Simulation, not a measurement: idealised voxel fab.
The process module that follows is named voxel transistor to metal.
185 nm wide, 5 nm square cells: that's cross-section cut.
Reading order for cross-sections: top band down to bottom band. Underlying form: a grid of square cells. Band size: one or more rows of cells.
Heights first: top, then bottom, in nm. Then materials, left to right, each with a width in nm. "throughout" on a single material: fills the band edge to edge. "air": empty space.
Beneath 0, the wafer as received is one material, and that level is where height counting begins. The lowest band goes on downward without a bottom; it is written like "0 nm and below".
Think of "30..40" as a width that walks from the first number to the second as you go down the band, top row to bottom row, taking equal-sized steps from row to row.
Any step labelled "nothing different" changed none of the cells in the cross-section.
Heads up: "Closed void table" only lists the empty pockets with no open path to the top that are 8 cells or more, and it writes them as width x height at distance, distance from the left edge, in nm.
Read whatever lies past the settings on a step's line as the simulator's own remark about the step.
The "overlay nm" setting may appear on a step's line; for a step that uses a mask, it gives how far to the right of its planned position the mask lay, and a negative value indicates the left.

[Intended process steps]
- 1: RECEIVE (material Si)
- 2: OXIDIZE (depth nm 5)
- 3: CONFORMAL_DEP (material SiN; thk nm 10)
- 4: DIRECTIONAL_DEP (material aC; thk nm 10)
- 5: PATTERN (tone cover; mask id ACTIVE; material resist; width nm 120; thk nm 25; overlay nm 0)
- 6: DIRECTIONAL_ETCH (etch materials aC; depth nm 10)
- 7: STRIP (etch materials resist)
- 8: DIRECTIONAL_ETCH (etch materials SiN; depth nm 10)
- 9: DIRECTIONAL_ETCH (etch materials SiO2; depth nm 5)
- 10: DIRECTIONAL_ETCH (etch materials Si; depth nm 20)
- 11: STRIP (etch materials aC)
- 12: OXIDIZE (depth nm 5)
- 13: FILL_DEP (material SiO2; thk nm 5)
- 14: CMP (height nm 10)
- 15: SELECTIVE_ETCH (etch materials SiO2; depth nm 5)
- 16: STRIP (etch materials SiN)
- 17: SELECTIVE_ETCH (etch materials SiO2; depth nm 5)
- 18: OXIDIZE (depth nm 5)
- 19: DIRECTIONAL_DEP (material polySi; thk nm 25)
- 20: DIRECTIONAL_DEP (material SiCN; thk nm 10)
- 21: PATTERN (tone cover; mask id GATE; material resist; width nm 30; thk nm 15; overlay nm 0)
- 22: DIRECTIONAL_ETCH (etch materials SiCN; depth nm 20)
- 23: DIRECTIONAL_ETCH (etch materials polySi; depth nm 35)
- 24: STRIP (etch materials resist)
- 25: CONFORMAL_DEP (material SiO2; thk nm 5)
- 26: DIRECTIONAL_ETCH (etch materials SiO2; depth nm 5)
- 27: CONFORMAL_DEP (material SiN; thk nm 5)
- 28: DIRECTIONAL_ETCH (etch materials SiN; depth nm 5)
- 29: DIRECTIONAL_ETCH (etch materials SiO2; depth nm 5)
- 30: DIRECTIONAL_ETCH (etch materials Si; depth nm 5)
- 31: EPI (material SiGe; thk nm 5)
- 32: FILL_DEP (material SiO2; thk nm 5)
- 33: CMP (height nm 20)
- 34: STRIP (etch materials polySi)
- 35: SELECTIVE_ETCH (etch materials SiO2; depth nm 5)
- 36: CONFORMAL_DEP (material HfO2; thk nm 5)
- 37: CONFORMAL_DEP (material TiN; thk nm 5)
- 38: FILL_DEP (material W; thk nm 5)
- 39: CMP (height nm 15)
- 40: DIRECTIONAL_DEP (material SiO2; thk nm 15)
- 41: PATTERN (tone open; mask id CONTACT; material resist; width nm 15; pitch nm 85; thk nm 15; overlay nm 0)
- 42: DIRECTIONAL_ETCH (etch materials SiO2; depth nm 40)
- 43: STRIP (etch materials resist)
- 44: CONFORMAL_DEP (material TiN; thk nm 5)
- 45: FILL_DEP (material Ru; thk nm 10)
- 46: CMP (height nm 30)
- 47: CONFORMAL_DEP (material SiN; thk nm 5)
- 48: DIRECTIONAL_DEP (material SiO2; thk nm 25)
- 49: PATTERN (tone open; mask id METAL_1; material resist; width nm 15; pitch nm 85; thk nm 20; overlay nm 0)
- 50: DIRECTIONAL_ETCH (etch materials SiO2; depth nm 25)
- 51: DIRECTIONAL_ETCH (etch materials SiN; depth nm 5)
- 52: STRIP (etch materials resist)
- 53: CONFORMAL_DEP (material TiN; thk nm 5)
- 54: FILL_DEP (material Cu; thk nm 10)
- 55: CMP (height nm 60)
- 56: CONFORMAL_DEP (material SiCN; thk nm 5)

[Run as planned: first of two wafers]

[Cross-section of the wafer at receipt, which is the condition after step 1]
  0 nm and below  Si throughout
  Closed void table: none

[Take a look at the wafer's cross-section after step 2]
  0 nm to -5 nm  SiO2 throughout
  Below -5, no change.

[Take a look at the wafer's cross-section after step 3]
  10 nm to 0 nm  SiN throughout
  Below 0, no change.

[Take a look at the wafer's cross-section after step 4]
  20 nm to 10 nm  aC throughout
  Below 10, no change.

[Take a look at the wafer's cross-section after step 5]
  45 nm to 20 nm  air=30; resist=120; air=35
  Below 20, no change.

[Take a look at the wafer's cross-section after step 6]
  35 nm to 20 nm  air=30; resist=120; air=35
  20 nm to 10 nm  air=30; aC=120; air=35
  Below 10, no change.

[Take a look at the wafer's cross-section after step 7]
  20 nm to 10 nm  air=30; aC=120; air=35
  Below 10, no change.

[Take a look at the wafer's cross-section after step 8]
  20 nm to 10 nm  air=30; aC=120; air=35
  10 nm to 0 nm  air=30; SiN=120; air=35
  Below 0, no change.

[Take a look at the wafer's cross-section after step 9]
  20 nm to 10 nm  air=30; aC=120; air=35
  10 nm to 0 nm  air=30; SiN=120; air=35
  0 nm to -5 nm  air=30; SiO2=120; air=35
  Below -5, no change.

[Take a look at the wafer's cross-section after step 10]
  20 nm to 10 nm  air=30; aC=120; air=35
  10 nm to 0 nm  air=30; SiN=120; air=35
  0 nm to -5 nm  air=30; SiO2=120; air=35
  -5 nm to -25 nm  air=30; Si=120; air=35
  Below -25, no change.

[Take a look at the wafer's cross-section after step 11]
  10 nm to 0 nm  air=30; SiN=120; air=35
  Below 0, no change.

[Take a look at the wafer's cross-section after step 12]
  10 nm to 0 nm  air=30; SiN=120; air=35
  0 nm to -5 nm  air=30; SiO2=120; air=35
  -5 nm to -25 nm  air=30; SiO2=5; Si=110; SiO2=5; air=35
  -25 nm to -30 nm  SiO2=35; Si=110; SiO2=40
  Below -30, no change.

[Take a look at the wafer's cross-section after step 13]
  15 nm to 10 nm  SiO2 throughout
  10 nm to 0 nm  SiO2=30; SiN=120; SiO2=35
  0 nm to -5 nm  SiO2 throughout
  -5 nm to -30 nm  SiO2=35; Si=110; SiO2=40
  Below -30, no change.

[Take a look at the wafer's cross-section after step 14]
  10 nm to 0 nm  SiO2=30; SiN=120; SiO2=35
  Below 0, no change.

[Take a look at the wafer's cross-section after step 15]
  10 nm to 5 nm  air=30; SiN=120; air=35
  Below 5, no change.

[Take a look at the wafer's cross-section after step 16]
  5 nm to 0 nm  SiO2=30; air=120; SiO2=35
  Below 0, no change.

[Take a look at the wafer's cross-section after step 17]
  0 nm to -5 nm  SiO2=25; air=130; SiO2=30
  Below -5, no change.

[Take a look at the wafer's cross-section after step 18]
  0 nm to -5 nm  SiO2=25; air=130; SiO2=30
  -5 nm to -10 nm  SiO2 throughout
  Below -10, no change.

[Take a look at the wafer's cross-section after step 19]
  25 nm to 20 nm  polySi=25; air=130; polySi=30
  20 nm to 0 nm  polySi throughout
  0 nm to -5 nm  SiO2=25; polySi=130; SiO2=30
  Below -5, no change.

[Take a look at the wafer's cross-section after step 20]
  35 nm to 30 nm  SiCN=25; air=130; SiCN=30
  30 nm to 25 nm  SiCN throughout
  25 nm to 20 nm  polySi=25; SiCN=130; polySi=30
  Below 20, no change.

[Take a look at the wafer's cross-section after step 21]
  50 nm to 35 nm  air=75; resist=30; air=80
  35 nm to 30 nm  SiCN=25; air=50; resist=30; air=50; SiCN=30
  Below 30, no change.

[Take a look at the wafer's cross-section after step 22]
  50 nm to 30 nm  air=75; resist=30; air=80
  30 nm to 25 nm  air=75; SiCN=30; air=80
  25 nm to 20 nm  polySi=25; air=50; SiCN=30; air=50; polySi=30
  Below 20, no change.

[Take a look at the wafer's cross-section after step 23]
  50 nm to 30 nm  air=75; resist=30; air=80
  30 nm to 20 nm  air=75; SiCN=30; air=80
  20 nm to 0 nm  air=75; polySi=30; air=80
  0 nm to -5 nm  SiO2=25; air=50; polySi=30; air=50; SiO2=30
  Below -5, no change.

[Take a look at the wafer's cross-section after step 24]
  30 nm to 20 nm  air=75; SiCN=30; air=80
  Below 20, no change.

[Take a look at the wafer's cross-section after step 25]
  35 nm to 30 nm  air=70; SiO2=40; air=75
  30 nm to 20 nm  air=70; SiO2=5; SiCN=30; SiO2=5; air=75
  20 nm to 5 nm  air=70; SiO2=5; polySi=30; SiO2=5; air=75
  5 nm to 0 nm  SiO2=30; air=40; SiO2=5; polySi=30; SiO2=5; air=40; SiO2=35
  0 nm to -5 nm  SiO2=75; polySi=30; SiO2=80
  Below -5, no change.

[Take a look at the wafer's cross-section after step 26]
  30 nm to 20 nm  air=70; SiO2=5; SiCN=30; SiO2=5; air=75
  20 nm to 0 nm  air=70; SiO2=5; polySi=30; SiO2=5; air=75
  0 nm to -5 nm  SiO2=30; air=40; SiO2=5; polySi=30; SiO2=5; air=40; SiO2=35
  Below -5, no change.

[Take a look at the wafer's cross-section after step 27]
  35 nm to 30 nm  air=65; SiN=50; air=70
  30 nm to 20 nm  air=65; SiN=5; SiO2=5; SiCN=30; SiO2=5; SiN=5; air=70
  20 nm to 5 nm  air=65; SiN=5; SiO2=5; polySi=30; SiO2=5; SiN=5; air=70
  5 nm to 0 nm  SiN=35; air=30; SiN=5; SiO2=5; polySi=30; SiO2=5; SiN=5; air=30; SiN=40
  0 nm to -5 nm  SiO2=30; SiN=40; SiO2=5; polySi=30; SiO2=5; SiN=40; SiO2=35
  Below -5, no change.

[Take a look at the wafer's cross-section after step 28]
  30 nm to 20 nm  air=65; SiN=5; SiO2=5; SiCN=30; SiO2=5; SiN=5; air=70
  20 nm to 0 nm  air=65; SiN=5; SiO2=5; polySi=30; SiO2=5; SiN=5; air=70
  0 nm to -5 nm  SiO2=30; SiN=5; air=30; SiN=5; SiO2=5; polySi=30; SiO2=5; SiN=5; air=30; SiN=5; SiO2=35
  Below -5, no change.

[Take a look at the wafer's cross-section after step 29]
  30 nm to 25 nm  air=65; SiN=5; air=5; SiCN=30; air=5; SiN=5; air=70
  25 nm to 20 nm  air=65; SiN=5; SiO2=5; SiCN=30; SiO2=5; SiN=5; air=70
  20 nm to 0 nm  air=65; SiN=5; SiO2=5; polySi=30; SiO2=5; SiN=5; air=70
  0 nm to -5 nm  air=30; SiN=5; air=30; SiN=5; SiO2=5; polySi=30; SiO2=5; SiN=5; air=30; SiN=5; air=35
  -5 nm to -10 nm  SiO2=35; air=30; SiO2=50; air=30; SiO2=40
  Below -10, no change.

[Take a look at the wafer's cross-section after step 30]
  30 nm to 25 nm  air=65; SiN=5; air=5; SiCN=30; air=5; SiN=5; air=70
  25 nm to 20 nm  air=65; SiN=5; SiO2=5; SiCN=30; SiO2=5; SiN=5; air=70
  20 nm to 0 nm  air=65; SiN=5; SiO2=5; polySi=30; SiO2=5; SiN=5; air=70
  0 nm to -5 nm  air=30; SiN=5; air=30; SiN=5; SiO2=5; polySi=30; SiO2=5; SiN=5; air=30; SiN=5; air=35
  -5 nm to -10 nm  SiO2=35; air=30; SiO2=50; air=30; SiO2=40
  -10 nm to -15 nm  SiO2=35; air=30; Si=50; air=30; SiO2=40
  Below -15, no change.

[Take a look at the wafer's cross-section after step 31]
  30 nm to 25 nm  air=65; SiN=5; air=5; SiCN=30; air=5; SiN=5; air=70
  25 nm to 20 nm  air=65; SiN=5; SiO2=5; SiCN=30; SiO2=5; SiN=5; air=70
  20 nm to 0 nm  air=65; SiN=5; SiO2=5; polySi=30; SiO2=5; SiN=5; air=70
  0 nm to -5 nm  air=30; SiN=5; air=30; SiN=5; SiO2=5; polySi=30; SiO2=5; SiN=5; air=30; SiN=5; air=35
  -5 nm to -10 nm  SiO2=35; air=25; SiGe=5; SiO2=50; SiGe=5; air=25; SiO2=40
  -10 nm to -15 nm  SiO2=35; SiGe=30; Si=50; SiGe=30; SiO2=40
  Below -15, no change.

[Take a look at the wafer's cross-section after step 32]
  35 nm to 30 nm  SiO2 throughout
  30 nm to 20 nm  SiO2=65; SiN=5; SiO2=5; SiCN=30; SiO2=5; SiN=5; SiO2=70
  20 nm to 0 nm  SiO2=65; SiN=5; SiO2=5; polySi=30; SiO2=5; SiN=5; SiO2=70
  0 nm to -5 nm  SiO2=30; SiN=5; SiO2=30; SiN=5; SiO2=5; polySi=30; SiO2=5; SiN=5; SiO2=30; SiN=5; SiO2=35
  -5 nm to -10 nm  SiO2=60; SiGe=5; SiO2=50; SiGe=5; SiO2=65
  Below -10, no change.

[Take a look at the wafer's cross-section after step 33]
  20 nm to 0 nm  SiO2=65; SiN=5; SiO2=5; polySi=30; SiO2=5; SiN=5; SiO2=70
  Below 0, no change.

[Take a look at the wafer's cross-section after step 34]
  20 nm to 0 nm  SiO2=65; SiN=5; SiO2=5; air=30; SiO2=5; SiN=5; SiO2=70
  0 nm to -5 nm  SiO2=30; SiN=5; SiO2=30; SiN=5; SiO2=5; air=30; SiO2=5; SiN=5; SiO2=30; SiN=5; SiO2=35
  Below -5, no change.

[Take a look at the wafer's cross-section after step 35]
  20 nm to 15 nm  air=65; SiN=5; air=40; SiN=5; air=70
  15 nm to 0 nm  SiO2=65; SiN=5; air=40; SiN=5; SiO2=70
  0 nm to -5 nm  SiO2=30; SiN=5; SiO2=30; SiN=5; air=40; SiN=5; SiO2=30; SiN=5; SiO2=35
  -5 nm to -10 nm  SiO2=60; SiGe=5; SiO2=5; air=40; SiO2=5; SiGe=5; SiO2=65
  Below -10, no change.

[Take a look at the wafer's cross-section after step 36]
  25 nm to 20 nm  air=60; HfO2=15; air=30; HfO2=15; air=65
  20 nm to 15 nm  HfO2=65; SiN=5; HfO2=5; air=30; HfO2=5; SiN=5; HfO2=70
  15 nm to 0 nm  SiO2=65; SiN=5; HfO2=5; air=30; HfO2=5; SiN=5; SiO2=70
  0 nm to -5 nm  SiO2=30; SiN=5; SiO2=30; SiN=5; HfO2=5; air=30; HfO2=5; SiN=5; SiO2=30; SiN=5; SiO2=35
  -5 nm to -10 nm  SiO2=60; SiGe=5; SiO2=5; HfO2=40; SiO2=5; SiGe=5; SiO2=65
  Below -10, no change.

[Take a look at the wafer's cross-section after step 37]
  30 nm to 25 nm  air=55; TiN=25; air=20; TiN=25; air=60
  25 nm to 20 nm  TiN=60; HfO2=15; TiN=5; air=20; TiN=5; HfO2=15; TiN=65
  20 nm to 15 nm  HfO2=65; SiN=5; HfO2=5; TiN=5; air=20; TiN=5; HfO2=5; SiN=5; HfO2=70
  15 nm to 0 nm  SiO2=65; SiN=5; HfO2=5; TiN=5; air=20; TiN=5; HfO2=5; SiN=5; SiO2=70
  0 nm to -5 nm  SiO2=30; SiN=5; SiO2=30; SiN=5; HfO2=5; TiN=30; HfO2=5; SiN=5; SiO2=30; SiN=5; SiO2=35
  Below -5, no change.

[Take a look at the wafer's cross-section after step 38]
  35 nm to 30 nm  W throughout
  30 nm to 25 nm  W=55; TiN=25; W=20; TiN=25; W=60
  25 nm to 20 nm  TiN=60; HfO2=15; TiN=5; W=20; TiN=5; HfO2=15; TiN=65
  20 nm to 15 nm  HfO2=65; SiN=5; HfO2=5; TiN=5; W=20; TiN=5; HfO2=5; SiN=5; HfO2=70
  15 nm to 0 nm  SiO2=65; SiN=5; HfO2=5; TiN=5; W=20; TiN=5; HfO2=5; SiN=5; SiO2=70
  Below 0, no change.

[Take a look at the wafer's cross-section after step 39]
  15 nm to 0 nm  SiO2=65; SiN=5; HfO2=5; TiN=5; W=20; TiN=5; HfO2=5; SiN=5; SiO2=70
  Below 0, no change.

[Take a look at the wafer's cross-section after step 40]
  30 nm to 15 nm  SiO2 throughout
  Below 15, no change.

[Take a look at the wafer's cross-section after step 41]
  45 nm to 30 nm  resist=40; air=15; resist=70; air=15; resist=45
  Below 30, no change.

[Take a look at the wafer's cross-section after step 42]
  45 nm to 30 nm  resist=40; air=15; resist=70; air=15; resist=45
  30 nm to 15 nm  SiO2=40; air=15; SiO2=70; air=15; SiO2=45
  15 nm to 0 nm  SiO2=40; air=15; SiO2=10; SiN=5; HfO2=5; TiN=5; W=20; TiN=5; HfO2=5; SiN=5; SiO2=10; air=15; SiO2=45
  0 nm to -5 nm  SiO2=30; SiN=5; SiO2=5; air=15; SiO2=10; SiN=5; HfO2=5; TiN=30; HfO2=5; SiN=5; SiO2=10; air=15; SiO2=5; SiN=5; SiO2=35
  -5 nm to -10 nm  SiO2=40; air=15; SiO2=5; SiGe=5; SiO2=5; HfO2=40; SiO2=5; SiGe=5; SiO2=5; air=15; SiO2=45
  Below -10, no change.

[Take a look at the wafer's cross-section after step 43]
  30 nm to 15 nm  SiO2=40; air=15; SiO2=70; air=15; SiO2=45
  Below 15, no change.

[Take a look at the wafer's cross-section after step 44]
  35 nm to 30 nm  TiN=45; air=5; TiN=80; air=5; TiN=50
  30 nm to 15 nm  SiO2=40; TiN=5; air=5; TiN=5; SiO2=70; TiN=5; air=5; TiN=5; SiO2=45
  15 nm to 0 nm  SiO2=40; TiN=5; air=5; TiN=5; SiO2=10; SiN=5; HfO2=5; TiN=5; W=20; TiN=5; HfO2=5; SiN=5; SiO2=10; TiN=5; air=5; TiN=5; SiO2=45
  0 nm to -5 nm  SiO2=30; SiN=5; SiO2=5; TiN=5; air=5; TiN=5; SiO2=10; SiN=5; HfO2=5; TiN=30; HfO2=5; SiN=5; SiO2=10; TiN=5; air=5; TiN=5; SiO2=5; SiN=5; SiO2=35
  -5 nm to -10 nm  SiO2=40; TiN=15; SiO2=5; SiGe=5; SiO2=5; HfO2=40; SiO2=5; SiGe=5; SiO2=5; TiN=15; SiO2=45
  Below -10, no change.

[Take a look at the wafer's cross-section after step 45]
  45 nm to 35 nm  Ru throughout
  35 nm to 30 nm  TiN=45; Ru=5; TiN=80; Ru=5; TiN=50
  30 nm to 15 nm  SiO2=40; TiN=5; Ru=5; TiN=5; SiO2=70; TiN=5; Ru=5; TiN=5; SiO2=45
  15 nm to 0 nm  SiO2=40; TiN=5; Ru=5; TiN=5; SiO2=10; SiN=5; HfO2=5; TiN=5; W=20; TiN=5; HfO2=5; SiN=5; SiO2=10; TiN=5; Ru=5; TiN=5; SiO2=45
  0 nm to -5 nm  SiO2=30; SiN=5; SiO2=5; TiN=5; Ru=5; TiN=5; SiO2=10; SiN=5; HfO2=5; TiN=30; HfO2=5; SiN=5; SiO2=10; TiN=5; Ru=5; TiN=5; SiO2=5; SiN=5; SiO2=35
  Below -5, no change.

[Take a look at the wafer's cross-section after step 46]
  30 nm to 15 nm  SiO2=40; TiN=5; Ru=5; TiN=5; SiO2=70; TiN=5; Ru=5; TiN=5; SiO2=45
  Below 15, no change.

[Take a look at the wafer's cross-section after step 47]
  35 nm to 30 nm  SiN throughout
  Below 30, no change.

[Take a look at the wafer's cross-section after step 48]
  60 nm to 35 nm  SiO2 throughout
  Below 35, no change.

[Take a look at the wafer's cross-section after step 49]
  80 nm to 60 nm  resist=40; air=15; resist=70; air=15; resist=45
  Below 60, no change.

[Take a look at the wafer's cross-section after step 50]
  80 nm to 60 nm  resist=40; air=15; resist=70; air=15; resist=45
  60 nm to 35 nm  SiO2=40; air=15; SiO2=70; air=15; SiO2=45
  Below 35, no change.

[Take a look at the wafer's cross-section after step 51]
  80 nm to 60 nm  resist=40; air=15; resist=70; air=15; resist=45
  60 nm to 35 nm  SiO2=40; air=15; SiO2=70; air=15; SiO2=45
  35 nm to 30 nm  SiN=40; air=15; SiN=70; air=15; SiN=45
  Below 30, no change.

[Take a look at the wafer's cross-section after step 52]
  60 nm to 35 nm  SiO2=40; air=15; SiO2=70; air=15; SiO2=45
  Below 35, no change.

[Take a look at the wafer's cross-section after step 53]
  65 nm to 60 nm  TiN=45; air=5; TiN=80; air=5; TiN=50
  60 nm to 35 nm  SiO2=40; TiN=5; air=5; TiN=5; SiO2=70; TiN=5; air=5; TiN=5; SiO2=45
  35 nm to 30 nm  SiN=40; TiN=15; SiN=70; TiN=15; SiN=45
  Below 30, no change.

[Take a look at the wafer's cross-section after step 54]
  75 nm to 65 nm  Cu throughout
  65 nm to 60 nm  TiN=45; Cu=5; TiN=80; Cu=5; TiN=50
  60 nm to 35 nm  SiO2=40; TiN=5; Cu=5; TiN=5; SiO2=70; TiN=5; Cu=5; TiN=5; SiO2=45
  Below 35, no change.

[Take a look at the wafer's cross-section after step 55]
  60 nm to 35 nm  SiO2=40; TiN=5; Cu=5; TiN=5; SiO2=70; TiN=5; Cu=5; TiN=5; SiO2=45
  Below 35, no change.

[Take a look at the wafer's cross-section after step 56]
  65 nm to 60 nm  SiCN throughout
  Below 60, no change.

[Wafer two of the pair: same origin, same plan, one error during the run; identical to wafer one up to and including step 35]

[X-section, second wafer, when step 36 was due to finish]
  25 nm to 20 nm  air=60; Ru=15; air=30; Ru=15; air=65
  20 nm to 15 nm  Ru=65; SiN=5; Ru=5; air=30; Ru=5; SiN=5; Ru=70
  15 nm to 0 nm  SiO2=65; SiN=5; Ru=5; air=30; Ru=5; SiN=5; SiO2=70
  0 nm to -5 nm  SiO2=30; SiN=5; SiO2=30; SiN=5; Ru=5; air=30; Ru=5; SiN=5; SiO2=30; SiN=5; SiO2=35
  -5 nm to -10 nm  SiO2=60; SiGe=5; SiO2=5; Ru=40; SiO2=5; SiGe=5; SiO2=65
  Below -10, no change.

[X-section, second wafer, when step 37 was due to finish]
  30 nm to 25 nm  air=55; TiN=25; air=20; TiN=25; air=60
  25 nm to 20 nm  TiN=60; Ru=15; TiN=5; air=20; TiN=5; Ru=15; TiN=65
  20 nm to 15 nm  Ru=65; SiN=5; Ru=5; TiN=5; air=20; TiN=5; Ru=5; SiN=5; Ru=70
  15 nm to 0 nm  SiO2=65; SiN=5; Ru=5; TiN=5; air=20; TiN=5; Ru=5; SiN=5; SiO2=70
  0 nm to -5 nm  SiO2=30; SiN=5; SiO2=30; SiN=5; Ru=5; TiN=30; Ru=5; SiN=5; SiO2=30; SiN=5; SiO2=35
  Below -5, no change.

[X-section, second wafer, when step 38 was due to finish]
  35 nm to 30 nm  W throughout
  30 nm to 25 nm  W=55; TiN=25; W=20; TiN=25; W=60
  25 nm to 20 nm  TiN=60; Ru=15; TiN=5; W=20; TiN=5; Ru=15; TiN=65
  20 nm to 15 nm  Ru=65; SiN=5; Ru=5; TiN=5; W=20; TiN=5; Ru=5; SiN=5; Ru=70
  15 nm to 0 nm  SiO2=65; SiN=5; Ru=5; TiN=5; W=20; TiN=5; Ru=5; SiN=5; SiO2=70
  Below 0, no change.

[X-section, second wafer, when step 39 was due to finish]
  15 nm to 0 nm  SiO2=65; SiN=5; Ru=5; TiN=5; W=20; TiN=5; Ru=5; SiN=5; SiO2=70
  Below 0, no change.

[X-section, second wafer, when step 40 was due to finish]
  30 nm to 15 nm  SiO2 throughout
  Below 15, no change.

[X-section, second wafer, when step 41 was due to finish]
  45 nm to 30 nm  resist=40; air=15; resist=70; air=15; resist=45
  Below 30, no change.

[X-section, second wafer, when step 42 was due to finish]
  45 nm to 30 nm  resist=40; air=15; resist=70; air=15; resist=45
  30 nm to 15 nm  SiO2=40; air=15; SiO2=70; air=15; SiO2=45
  15 nm to 0 nm  SiO2=40; air=15; SiO2=10; SiN=5; Ru=5; TiN=5; W=20; TiN=5; Ru=5; SiN=5; SiO2=10; air=15; SiO2=45
  0 nm to -5 nm  SiO2=30; SiN=5; SiO2=5; air=15; SiO2=10; SiN=5; Ru=5; TiN=30; Ru=5; SiN=5; SiO2=10; air=15; SiO2=5; SiN=5; SiO2=35
  -5 nm to -10 nm  SiO2=40; air=15; SiO2=5; SiGe=5; SiO2=5; Ru=40; SiO2=5; SiGe=5; SiO2=5; air=15; SiO2=45
  Below -10, no change.

[X-section, second wafer, when step 43 was due to finish]
  30 nm to 15 nm  SiO2=40; air=15; SiO2=70; air=15; SiO2=45
  Below 15, no change.

[X-section, second wafer, when step 44 was due to finish]
  35 nm to 30 nm  TiN=45; air=5; TiN=80; air=5; TiN=50
  30 nm to 15 nm  SiO2=40; TiN=5; air=5; TiN=5; SiO2=70; TiN=5; air=5; TiN=5; SiO2=45
  15 nm to 0 nm  SiO2=40; TiN=5; air=5; TiN=5; SiO2=10; SiN=5; Ru=5; TiN=5; W=20; TiN=5; Ru=5; SiN=5; SiO2=10; TiN=5; air=5; TiN=5; SiO2=45
  0 nm to -5 nm  SiO2=30; SiN=5; SiO2=5; TiN=5; air=5; TiN=5; SiO2=10; SiN=5; Ru=5; TiN=30; Ru=5; SiN=5; SiO2=10; TiN=5; air=5; TiN=5; SiO2=5; SiN=5; SiO2=35
  -5 nm to -10 nm  SiO2=40; TiN=15; SiO2=5; SiGe=5; SiO2=5; Ru=40; SiO2=5; SiGe=5; SiO2=5; TiN=15; SiO2=45
  Below -10, no change.

[X-section, second wafer, when step 45 was due to finish]
  45 nm to 35 nm  Ru throughout
  35 nm to 30 nm  TiN=45; Ru=5; TiN=80; Ru=5; TiN=50
  30 nm to 15 nm  SiO2=40; TiN=5; Ru=5; TiN=5; SiO2=70; TiN=5; Ru=5; TiN=5; SiO2=45
  15 nm to 0 nm  SiO2=40; TiN=5; Ru=5; TiN=5; SiO2=10; SiN=5; Ru=5; TiN=5; W=20; TiN=5; Ru=5; SiN=5; SiO2=10; TiN=5; Ru=5; TiN=5; SiO2=45
  0 nm to -5 nm  SiO2=30; SiN=5; SiO2=5; TiN=5; Ru=5; TiN=5; SiO2=10; SiN=5; Ru=5; TiN=30; Ru=5; SiN=5; SiO2=10; TiN=5; Ru=5; TiN=5; SiO2=5; SiN=5; SiO2=35
  Below -5, no change.

[X-section, second wafer, when step 46 was due to finish]
  30 nm to 15 nm  SiO2=40; TiN=5; Ru=5; TiN=5; SiO2=70; TiN=5; Ru=5; TiN=5; SiO2=45
  Below 15, no change.

[X-section, second wafer, when step 47 was due to finish]
  35 nm to 30 nm  SiN throughout
  Below 30, no change.

[X-section, second wafer, when step 48 was due to finish]
  60 nm to 35 nm  SiO2 throughout
  Below 35, no change.

[X-section, second wafer, when step 49 was due to finish]
  80 nm to 60 nm  resist=40; air=15; resist=70; air=15; resist=45
  Below 60, no change.

[X-section, second wafer, when step 50 was due to finish]
  80 nm to 60 nm  resist=40; air=15; resist=70; air=15; resist=45
  60 nm to 35 nm  SiO2=40; air=15; SiO2=70; air=15; SiO2=45
  Below 35, no change.

[X-section, second wafer, when step 51 was due to finish]
  80 nm to 60 nm  resist=40; air=15; resist=70; air=15; resist=45
  60 nm to 35 nm  SiO2=40; air=15; SiO2=70; air=15; SiO2=45
  35 nm to 30 nm  SiN=40; air=15; SiN=70; air=15; SiN=45
  Below 30, no change.

[X-section, second wafer, when step 52 was due to finish]
  60 nm to 35 nm  SiO2=40; air=15; SiO2=70; air=15; SiO2=45
  Below 35, no change.

[X-section, second wafer, when step 53 was due to finish]
  65 nm to 60 nm  TiN=45; air=5; TiN=80; air=5; TiN=50
  60 nm to 35 nm  SiO2=40; TiN=5; air=5; TiN=5; SiO2=70; TiN=5; air=5; TiN=5; SiO2=45
  35 nm to 30 nm  SiN=40; TiN=15; SiN=70; TiN=15; SiN=45
  Below 30, no change.

[X-section, second wafer, when step 54 was due to finish]
  75 nm to 65 nm  Cu throughout
  65 nm to 60 nm  TiN=45; Cu=5; TiN=80; Cu=5; TiN=50
  60 nm to 35 nm  SiO2=40; TiN=5; Cu=5; TiN=5; SiO2=70; TiN=5; Cu=5; TiN=5; SiO2=45
  Below 35, no change.

[X-section, second wafer, when step 55 was due to finish]
  60 nm to 35 nm  SiO2=40; TiN=5; Cu=5; TiN=5; SiO2=70; TiN=5; Cu=5; TiN=5; SiO2=45
  Below 35, no change.

[X-section, second wafer, when step 56 was due to finish]
  65 nm to 60 nm  SiCN throughout
  Below 60, no change.
Want to know what went wrong? step 36 changed vs plan, executed as CONFORMAL_DEP (material Ru; thk nm 5)
Final comparison by cell count, materials where the second wafer has more or fewer than the first: HfO2 -16 | Ru +16
